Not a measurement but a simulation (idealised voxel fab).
Process module heading - voxel air gaps
290 nm wide, 5 nm square cells: that's cross-section cut.
Cross-section = grid of square cells, listed top down in bands; band = one or more rows. Top, bottom (nm), then materials left to right with widths (nm); lone material tagged "everywhere" fills the whole band edge to edge; "air" = empty space. Heights are reckoned from 0. Under this level, the received wafer is all of one material. The bottommost band is open-ended downward, for example "0..down". It should be noted that a width expressed as "30 to 40" varies in equal increments from row to row of cells within the band, taking the value of the first number at the top row and that of the second number at the bottom row. "no modification" after a step means that no cell of the cross-section changed. Each empty space that has no open way to the top and spans at least 8 cells appears under "Closed cavities" as width x height at distance, the distance counted from the left edge, all in nm. Where a step's line continues beyond its settings, the continuation is a remark by the simulator itself on that step. overlay nm: on a step with a mask, how far right of its planned place the mask lay; negative means left.
These are the steps we planned for the process:
| 1 | RECEIVE: material Si |
| 2 | CONFORMAL_DEP: material SiO2, thk nm 15 |
| 3 | CONFORMAL_DEP: material SiCN, thk nm 5 |
| 4 | DIRECTIONAL_DEP: material SiO2, thk nm 40 |
| 5 | DIRECTIONAL_DEP: material aC, thk nm 15 |
| 6 | PATTERN: tone open, mask id LINES, material resist, width nm 20, pitch nm 45, thk nm 30, overlay nm 0 |
| 7 | DIRECTIONAL_ETCH: etch materials aC, depth nm 15 |
| 8 | STRIP: etch materials resist |
| 9 | DIRECTIONAL_ETCH: etch materials SiO2, depth nm 40 |
| 10 | STRIP: etch materials aC |
| 11 | CONFORMAL_DEP: material TiN, thk nm 5 |
| 12 | FILL_DEP: material W, thk nm 5 |
| 13 | CMP: height nm 60 |
| 14 | EPI: material Ru, thk nm 10 |
| 15 | SELECTIVE_ETCH: etch materials SiO2, depth nm 50 |
| 16 | CONFORMAL_DEP: material SiCN, thk nm 5 |
Cross-sectional view of the wafer in its as-received condition, corresponding to the state after step 1:
  0..down: Si everywhere
  Closed cavities: none
Starting structure and process plan are as shown above, but one mistake was made in running the module; the wafer cross-section at the end of the module follows:
  75..70: SiCN everywhere
  70..60: Ru everywhere
  60..55: W everywhere
  55..50: TiN 70  W 10  TiN 35  W 10  TiN 35  W 10  TiN 35  W 10  TiN 75
  50..15: SiO2 65  TiN 5  W 10  TiN 5  SiO2 25  TiN 5  W 10  TiN 5  SiO2 25  TiN 5  W 10  TiN 5  SiO2 25  TiN 5  W 10  TiN 5  SiO2 70
  15..10: SiO2 65  TiN 20  SiO2 25  TiN 20  SiO2 25  TiN 20  SiO2 25  TiN 20  SiO2 70
  10..5: SiCN everywhere
  5..0: SiO2 everywhere
  0..down: Si everywhere
  Closed cavities: none
Misprocessing identified: it should be noted that step 2 was executed with settings other than those planned, the operation and settings actually applied being CONFORMAL_DEP: material SiO2, thk nm 5
